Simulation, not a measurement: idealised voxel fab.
process module | voxel capacitor over wiring
cross-section cut | 270 nm wide | cells 5 nm
A cross-section is a grid of square cells, given in bands from the top down. A band is one or more rows of cells.
Each band's line starts with the height of the band's top and of its bottom, in nm. Then come its materials from left to right, each with its width in nm. One material with "throughout" fills the band from edge to edge. "air" is empty space.
Height 0 is the level under which the wafer as received is all one material. The lowest band goes on downwards, as in "0 down".
A width such as "30 to 40" changes by the same amount from each row of cells to the next, from the band's top row to its bottom row.
"no change" after a step means that no cell of the cross-section changed.
closed voids: empty space of 8 cells or more with no open way to the top, each as width x height at its distance from the left edge, in nm
after a step's settings: what the simulator itself notes on the step
overlay nm, on a step with a mask: how far to the right of its planned place the mask lay; to the left if negative
plan
1 op RECEIVE | material Si
2 op CONFORMAL_DEP | material SiO2 | thk nm 10
3 op CONFORMAL_DEP | material SiN | thk nm 5
4 op DIRECTIONAL_DEP | material SiO2 | thk nm 20
5 op DIRECTIONAL_DEP | material aC | thk nm 10
6 op PATTERN | tone open | mask id METAL_1 | material resist | width nm 25 | pitch nm 90 | thk nm 25 | overlay nm 0
7 op DIRECTIONAL_ETCH | etch materials aC | depth nm 10
8 op STRIP | etch materials resist
9 op DIRECTIONAL_ETCH | etch materials SiO2 | depth nm 20
10 op DIRECTIONAL_ETCH | etch materials SiN | depth nm 5
11 op STRIP | etch materials aC
12 op CONFORMAL_DEP | material TiN | thk nm 5
13 op FILL_DEP | material W | thk nm 10
14 op CMP | height nm 35
15 op CONFORMAL_DEP | material SiCN | thk nm 5
16 op DIRECTIONAL_DEP | material lowk | thk nm 15
17 op PATTERN | tone open | mask id PLUG_1 | material resist | width nm 15 | thk nm 15 | overlay nm 0
18 op DIRECTIONAL_ETCH | etch materials lowk | depth nm 15
19 op DIRECTIONAL_ETCH | etch materials SiCN | depth nm 5
20 op STRIP | etch materials resist
21 op EPI | material Ru | thk nm 10
22 op EPI | material Ru | thk nm 10
23 op DIRECTIONAL_DEP | material TiN | thk nm 10
24 op DIRECTIONAL_DEP | material HfO2 | thk nm 5
25 op DIRECTIONAL_DEP | material TiN | thk nm 5
26 op PATTERN | tone cover | mask id UPPER_PLATE | material resist | width nm 70 | thk nm 15 | overlay nm 0
27 op DIRECTIONAL_ETCH | etch materials TiN | depth nm 5
28 op DIRECTIONAL_ETCH | etch materials HfO2 | depth nm 5
29 op STRIP | etch materials resist
30 op MASKED_ETCH | tone cover | mask id LOWER_PLATE | width nm 80 | etch materials TiN | depth nm 10 | overlay nm 0
31 op FILL_DEP | material SiO2 | thk nm 20
32 op CMP | height nm 90
33 op MASKED_ETCH | tone open | mask id PLUG_2 | width nm 15 | etch materials SiO2 | depth nm 15 | overlay nm 0
34 op CONFORMAL_DEP | material TiN | thk nm 5
35 op FILL_DEP | material W | thk nm 5
36 op CMP | height nm 90
37 op CONFORMAL_DEP | material SiN | thk nm 5
as received, after step 1
  0 down: Si throughout
  closed voids: none
a wafer at the end: this start, this plan, one mistake
  95 to 90: SiN throughout
  90 to 80: SiO2 95 | TiN 5 | W 5 | TiN 5 | SiO2 160
  80 to 70: SiO2 95 to 80 | TiN 15 to 80 | SiO2 160 to 110
  70 to 65: SiO2 80 | HfO2 80 | SiO2 110
  65 to 55: SiO2 80 | TiN 80 | SiO2 110
  55 to 40: lowk 85 | Ru 15 | lowk 170
  40 to 35: SiCN 85 | Ru 15 | SiCN 170
  35 to 15: SiO2 75 | TiN 5 | W 15 | TiN 5 | SiO2 65 | TiN 5 | W 15 | TiN 5 | SiO2 80
  15 to 10: SiN 75 | TiN 25 | SiN 65 | TiN 25 | SiN 80
  10 to 0: SiO2 throughout
  0 down: Si throughout
  closed voids: none
what went wrong: step 26 ran as: op PATTERN | tone cover | mask id UPPER_PLATE | material resist | width nm 80 | thk nm 15 | overlay nm 0
